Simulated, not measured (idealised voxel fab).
You're looking at the process module voxel wiring stack.
Section cut is 200 nm wide and gridded with 5 nm square cells.
Bands, listed from the top down, are how a cross-section gets written in this document; the cross-section itself is a grid of square cells, and a band is one or more rows of them. Quick guide to a band line: top height, bottom height (nm) up front; then every material left to right with its width in nm. Only one material and it's marked "throughout"? Then it fills the band edge to edge. And "empty" just means empty space. For the purposes of this specification, 0 denotes the height below which the wafer in its as-received condition is composed wholly of one material, and the lowermost band, lacking a lower limit, extends downward without end, as expressed in "0 nm and below". You'd read "30..40" like this: the band's top row of cells is as wide as the first number, its bottom row is as wide as the second, and going down, every row changes width by the same amount as the row before did. "no modifications" -> step changed no cross-section cell. The entry "Closed void list" lists the empty spaces that cover at least 8 cells and have no open path to the top. Each is written as width x height at distance, where the distance is measured from the left edge and all three values are in nm. Past the settings on a step's line: simulator remark, on that step. The setting "overlay nm" may be written on the line of a step. When the step uses a mask, the value reports how far to the right of the planned place the mask lay, and a negative value reports that it lay to the left.
### The steps planned for the process are as follows
1: RECEIVE (material Si)
2: CONFORMAL_DEP (material SiO2; thk nm 15)
3: CONFORMAL_DEP (material SiN; thk nm 5)
4: DIRECTIONAL_DEP (material lowk; thk nm 25)
5: DIRECTIONAL_DEP (material aC; thk nm 5)
6: PATTERN (tone open; mask id METAL_1; material resist; width nm 25; pitch nm 45; thk nm 30; overlay nm 0)
7: DIRECTIONAL_ETCH (etch materials aC; depth nm 10)
8: STRIP (etch materials resist)
9: DIRECTIONAL_ETCH (etch materials lowk; depth nm 25)
10: DIRECTIONAL_ETCH (etch materials SiN; depth nm 5)
11: STRIP (etch materials aC)
12: CONFORMAL_DEP (material TiN; thk nm 5)
13: FILL_DEP (material Ru; thk nm 5)
14: CMP (height nm 45)
15: CONFORMAL_DEP (material SiCN; thk nm 5)
16: DIRECTIONAL_DEP (material SiO2; thk nm 15)
17: MASKED_ETCH (tone open; mask id PLUG_1; width nm 15; pitch nm 45; etch materials SiO2; depth nm 15; overlay nm 0)
18: MASKED_ETCH (tone open; mask id PLUG_1; width nm 15; pitch nm 45; etch materials SiCN; depth nm 5; overlay nm 0)
19: EPI (material Ru; thk nm 10)
20: EPI (material Ru; thk nm 10)
21: CONFORMAL_DEP (material SiN; thk nm 5)
22: DIRECTIONAL_DEP (material lowk; thk nm 20)
23: MASKED_ETCH (tone open; mask id METAL_2; width nm 25; pitch nm 45; etch materials lowk; depth nm 20; overlay nm 0)
24: MASKED_ETCH (tone open; mask id METAL_2; width nm 25; pitch nm 45; etch materials SiN; depth nm 5; overlay nm 0)
25: CONFORMAL_DEP (material TiN; thk nm 5)
26: FILL_DEP (material Ru; thk nm 10)
27: CMP (height nm 90)
28: CONFORMAL_DEP (material SiCN; thk nm 5)
29: DIRECTIONAL_DEP (material SiO2; thk nm 10)
30: MASKED_ETCH (tone open; mask id PLUG_2; width nm 15; etch materials SiO2; depth nm 10; overlay nm 0)
31: MASKED_ETCH (tone open; mask id PLUG_2; width nm 15; etch materials SiCN; depth nm 5; overlay nm 0)
32: EPI (material Ru; thk nm 10)
33: EPI (material Ru; thk nm 5)
34: CONFORMAL_DEP (material SiN; thk nm 5)
35: DIRECTIONAL_DEP (material lowk; thk nm 20)
36: DIRECTIONAL_DEP (material aC; thk nm 15)
37: PATTERN (tone open; mask id METAL_3; material resist; width nm 25; pitch nm 45; thk nm 30; overlay nm 0)
38: DIRECTIONAL_ETCH (etch materials aC; depth nm 15)
39: STRIP (etch materials resist)
40: DIRECTIONAL_ETCH (etch materials lowk; depth nm 20)
41: DIRECTIONAL_ETCH (etch materials SiN; depth nm 5)
42: STRIP (etch materials aC)
43: CONFORMAL_DEP (material TiN; thk nm 5)
44: FILL_DEP (material Ru; thk nm 5)
45: CMP (height nm 130)
46: CONFORMAL_DEP (material SiCN; thk nm 5)
Every wafer here starts from the same state; it is the step 5 thk nm that distinguishes them, and the value the plan gives belongs to the first wafer.
### After step 1, as received: first of several wafers, cross-section
	0 nm and below = Si throughout
	Closed void list: none
### So in this table every wafer gets its own row, and what you see is where it stands at the end of the module: for each material, how many cells it picked up (+) or gave up (-) since we received it, and after that its closed voids
thk nm 5 | +111 Ru | +111 SiCN | +90 SiN | +296 SiO2 | +82 TiN | +390 lowk | Closed void list: none
thk nm 10 | +111 Ru | +111 SiCN | +90 SiN | +296 SiO2 | +82 TiN | +390 lowk | Closed void list: none
thk nm 15 | +57 Ru | +111 SiCN | +116 SiN | +296 SiO2 | +60 TiN | +440 lowk | Closed void list: none
thk nm 20 | +57 Ru | +111 SiCN | +116 SiN | +296 SiO2 | +60 TiN | +440 lowk | Closed void list: none
thk nm 25 | +57 Ru | +111 SiCN | +116 SiN | +296 SiO2 | +60 TiN | +440 lowk | Closed void list: none
